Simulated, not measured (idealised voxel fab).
Proc. module: voxel transistor to metal
For reference, the cross-section in this document is cut, with width 170 nm and square cells of 5 nm.
Cross-section layout: square cells on a grid; listed as bands, top to bottom; a band spans one or more cell rows. For a band, the entry starts with two heights in nm, that of the top and then that of the bottom, and carries on with the band's materials in order from left to right, each alongside its width in nm; the word "edge to edge" beside a single material means it fills the band edge to edge, and "empty" means empty space. Height reference: 0 = level under which incoming wafer is all one material. Lowest band: no bottom, runs on downward, e.g. "0..down". A width such as "30->40" changes by the same amount from each row of cells to the next, from the band's top row to its bottom row. For the purposes of this document, the phrase "no alteration" attached to a step denotes that no cell within the cross-section was modified by that step. "Cavities, closed" - sealed voids, min. 8 cells, no opening to top; format: width x height at distance (distance from left edge; nm throughout). The remark found on a step's line after its settings is issued by the simulator itself and pertains to that step. "overlay nm" answers the question of how far to the right of plan the mask lay on a step that has a mask, and when it is negative the answer is to the left.

Listed below are the process steps as planned
1: RECEIVE | material Si
2: OXIDIZE | depth nm 5
3: CONFORMAL_DEP | material SiN | thk nm 15
4: PATTERN | tone cover | mask id ACTIVE | material resist | width nm 110 | thk nm 15 | overlay nm 0
5: DIRECTIONAL_ETCH | etch materials SiN | depth nm 15
6: DIRECTIONAL_ETCH | etch materials SiO2 | depth nm 5
7: DIRECTIONAL_ETCH | etch materials Si | depth nm 25
8: STRIP | etch materials resist
9: FILL_DEP | material SiO2 | thk nm 15
10: CMP | height nm 15
11: SELECTIVE_ETCH | etch materials SiO2 | depth nm 10
12: STRIP | etch materials SiN
13: SELECTIVE_ETCH | etch materials SiO2 | depth nm 5
14: OXIDIZE | depth nm 5
15: DIRECTIONAL_DEP | material polySi | thk nm 30
16: DIRECTIONAL_DEP | material SiCN | thk nm 10
17: MASKED_ETCH | tone cover | mask id GATE | width nm 20 | etch materials SiCN | depth nm 20 | overlay nm 0
18: MASKED_ETCH | tone cover | mask id GATE | width nm 20 | etch materials polySi | depth nm 40 | overlay nm 0
19: CONFORMAL_DEP | material SiO2 | thk nm 5
20: DIRECTIONAL_ETCH | etch materials SiO2 | depth nm 5
21: CONFORMAL_DEP | material SiN | thk nm 5
22: DIRECTIONAL_ETCH | etch materials SiN | depth nm 5
23: DIRECTIONAL_ETCH | etch materials SiO2 | depth nm 5
24: DIRECTIONAL_ETCH | etch materials Si | depth nm 15
25: EPI | material nSi | thk nm 20
26: FILL_DEP | material SiO2 | thk nm 5
27: CMP | height nm 35
28: DIRECTIONAL_DEP | material SiO2 | thk nm 15
29: PATTERN | tone open | mask id CONTACT | material resist | width nm 30 | pitch nm 60 | thk nm 15 | overlay nm 0
30: DIRECTIONAL_ETCH | etch materials SiO2 | depth nm 40
31: STRIP | etch materials resist
32: CONFORMAL_DEP | material TiN | thk nm 5
33: FILL_DEP | material W | thk nm 10
34: CMP | height nm 50
35: DIRECTIONAL_DEP | material TiN | thk nm 5
36: DIRECTIONAL_DEP | material W | thk nm 15
37: PATTERN | tone cover | mask id METAL_1 | material resist | width nm 20 | pitch nm 70 | thk nm 15 | overlay nm 0
38: DIRECTIONAL_ETCH | etch materials W | depth nm 15
39: DIRECTIONAL_ETCH | etch materials TiN | depth nm 5
40: STRIP | etch materials resist
41: CONFORMAL_DEP | material SiN | thk nm 5
42: FILL_DEP | material lowk | thk nm 10
43: CMP | height nm 70
44: CONFORMAL_DEP | material SiCN | thk nm 5
45: DIRECTIONAL_DEP | material lowk | thk nm 25
46: DIRECTIONAL_DEP | material aC | thk nm 10
47: PATTERN | tone open | mask id METAL_2_HOLES | material resist | width nm 15 | pitch nm 70 | thk nm 25 | overlay nm 0
48: DIRECTIONAL_ETCH | etch materials aC | depth nm 10
49: STRIP | etch materials resist
50: DIRECTIONAL_ETCH | etch materials lowk | depth nm 25
51: STRIP | etch materials aC
52: MASKED_ETCH | tone open | mask id METAL_2 | width nm 20 | pitch nm 70 | etch materials lowk | depth nm 15 | overlay nm 0
53: MASKED_ETCH | tone open | mask id METAL_2 | width nm 20 | pitch nm 70 | etch materials SiCN | depth nm 5 | overlay nm 0
54: CONFORMAL_DEP | material TiN | thk nm 5
55: FILL_DEP | material Cu | thk nm 10
56: CMP | height nm 100
57: CONFORMAL_DEP | material SiCN | thk nm 5

Cross-sectional view of the wafer in its as-received condition, corresponding to the state after step 1
0..down | Si edge to edge
Cavities, closed: none

The first of the two wafers as seen in cross-section once the module was finished; processing followed the plan
105..100 | SiCN edge to edge
100..90 | lowk 40 nm / TiN 5 nm / Cu 10 nm / TiN 5 nm / lowk 50 nm / TiN 5 nm / Cu 10 nm / TiN 5 nm / lowk 40 nm
90..85 | lowk 40 nm / TiN 5 nm / Cu 5 nm / TiN 10 nm / lowk 50 nm / TiN 5 nm / Cu 5 nm / TiN 10 nm / lowk 40 nm
85..75 | lowk 40 nm / TiN 5 nm / Cu 5 nm / TiN 5 nm / lowk 55 nm / TiN 5 nm / Cu 5 nm / TiN 5 nm / lowk 45 nm
75..70 | SiCN 40 nm / TiN 15 nm / SiCN 55 nm / TiN 15 nm / SiCN 45 nm
70..55 | lowk 35 nm / SiN 5 nm / W 20 nm / SiN 5 nm / lowk 40 nm / SiN 5 nm / W 20 nm / SiN 5 nm / lowk 35 nm
55..50 | SiN 40 nm / TiN 20 nm / SiN 50 nm / TiN 20 nm / SiN 40 nm
50..40 | SiO2 40 nm / TiN 5 nm / W 20 nm / TiN 5 nm / SiO2 30 nm / TiN 5 nm / W 20 nm / TiN 5 nm / SiO2 40 nm
40..35 | SiO2 40 nm / TiN 5 nm / W 15 nm / TiN 10 nm / SiO2 30 nm / TiN 10 nm / W 15 nm / TiN 5 nm / SiO2 40 nm
35..25 | SiO2 40 nm / TiN 5 nm / W 15 nm / TiN 5 nm / SiN 5 nm / SiO2 5 nm / SiCN 20 nm / SiO2 5 nm / SiN 5 nm / TiN 5 nm / W 15 nm / TiN 5 nm / SiO2 40 nm
25..15 | SiO2 40 nm / TiN 5 nm / W 15 nm / TiN 5 nm / SiN 5 nm / SiO2 5 nm / polySi 20 nm / SiO2 5 nm / SiN 5 nm / TiN 5 nm / W 15 nm / TiN 5 nm / SiO2 40 nm
15..10 | SiO2 40 nm / TiN 25 nm / SiN 5 nm / SiO2 5 nm / polySi 20 nm / SiO2 5 nm / SiN 5 nm / TiN 25 nm / SiO2 40 nm
10..0 | SiO2 25 nm / nSi 40 nm / SiN 5 nm / SiO2 5 nm / polySi 20 nm / SiO2 5 nm / SiN 5 nm / nSi 40 nm / SiO2 25 nm
0..-5 | SiO2 25 nm / nSi 5 nm / SiN 5 nm / nSi 30 nm / SiN 5 nm / SiO2 5 nm / polySi 20 nm / SiO2 5 nm / SiN 5 nm / nSi 30 nm / SiN 5 nm / nSi 5 nm / SiO2 25 nm
-5..-10 | SiO2 35 nm / nSi 30 nm / SiO2 40 nm / nSi 30 nm / SiO2 35 nm
-10..-25 | SiO2 30 nm / Si 5 nm / nSi 30 nm / Si 40 nm / nSi 30 nm / Si 5 nm / SiO2 30 nm
-25..-30 | SiO2 30 nm / Si 110 nm / SiO2 30 nm
-30..down | Si edge to edge
Cavities, closed: none

Here is the second of the two wafers cut open at the end of the module - same start, same plan as the first one, but we made one mistake running it
105..100 | SiCN edge to edge
100..90 | lowk 40 nm / TiN 5 nm / Cu 10 nm / TiN 5 nm / lowk 50 nm / TiN 5 nm / Cu 10 nm / TiN 5 nm / lowk 40 nm
90..85 | lowk 40 nm / TiN 5 nm / Cu 5 nm / TiN 10 nm / lowk 50 nm / TiN 5 nm / Cu 5 nm / TiN 10 nm / lowk 40 nm
85..75 | lowk 40 nm / TiN 5 nm / Cu 5 nm / TiN 5 nm / lowk 55 nm / TiN 5 nm / Cu 5 nm / TiN 5 nm / lowk 45 nm
75..70 | SiCN 40 nm / TiN 15 nm / SiCN 55 nm / TiN 15 nm / SiCN 45 nm
70..55 | lowk 35 nm / SiN 5 nm / W 20 nm / SiN 5 nm / lowk 40 nm / SiN 5 nm / W 20 nm / SiN 5 nm / lowk 35 nm
55..50 | SiN 40 nm / TiN 20 nm / SiN 50 nm / TiN 20 nm / SiN 40 nm
50..40 | SiO2 40 nm / TiN 5 nm / W 20 nm / TiN 5 nm / SiO2 30 nm / TiN 5 nm / W 20 nm / TiN 5 nm / SiO2 40 nm
40..35 | SiO2 40 nm / TiN 5 nm / W 15 nm / TiN 10 nm / SiO2 30 nm / TiN 10 nm / W 15 nm / TiN 5 nm / SiO2 40 nm
35..25 | SiO2 40 nm / TiN 5 nm / W 15 nm / TiN 5 nm / SiN 5 nm / SiO2 5 nm / SiCN 20 nm / SiO2 5 nm / SiN 5 nm / TiN 5 nm / W 15 nm / TiN 5 nm / SiO2 40 nm
25..15 | SiO2 40 nm / TiN 5 nm / W 15 nm / TiN 5 nm / SiN 5 nm / SiO2 5 nm / polySi 20 nm / SiO2 5 nm / SiN 5 nm / TiN 5 nm / W 15 nm / TiN 5 nm / SiO2 40 nm
15..10 | SiO2 40 nm / TiN 25 nm / SiN 5 nm / SiO2 5 nm / polySi 20 nm / SiO2 5 nm / SiN 5 nm / TiN 25 nm / SiO2 40 nm
10..0 | SiO2 35 nm / nSi 30 nm / SiN 5 nm / SiO2 5 nm / polySi 20 nm / SiO2 5 nm / SiN 5 nm / nSi 50 nm / SiO2 15 nm
0..-5 | SiO2 35 nm / nSi 5 nm / SiN 5 nm / nSi 20 nm / SiN 5 nm / SiO2 5 nm / polySi 20 nm / SiO2 5 nm / SiN 5 nm / nSi 40 nm / SiN 5 nm / nSi 5 nm / SiO2 15 nm
-5..-10 | SiO2 45 nm / nSi 20 nm / SiO2 40 nm / nSi 40 nm / SiO2 25 nm
-10..-25 | SiO2 40 nm / Si 5 nm / nSi 20 nm / Si 40 nm / nSi 40 nm / Si 5 nm / SiO2 20 nm
-25..-30 | SiO2 40 nm / Si 110 nm / SiO2 20 nm
-30..down | Si edge to edge
Cavities, closed: none
Deviation from plan: planned and actual differ for step 4; actual: PATTERN | tone cover | mask id ACTIVE | material resist | width nm 110 | thk nm 15 | overlay nm 10
Final wafers compared: equal cell tally per material, rearranged layout.
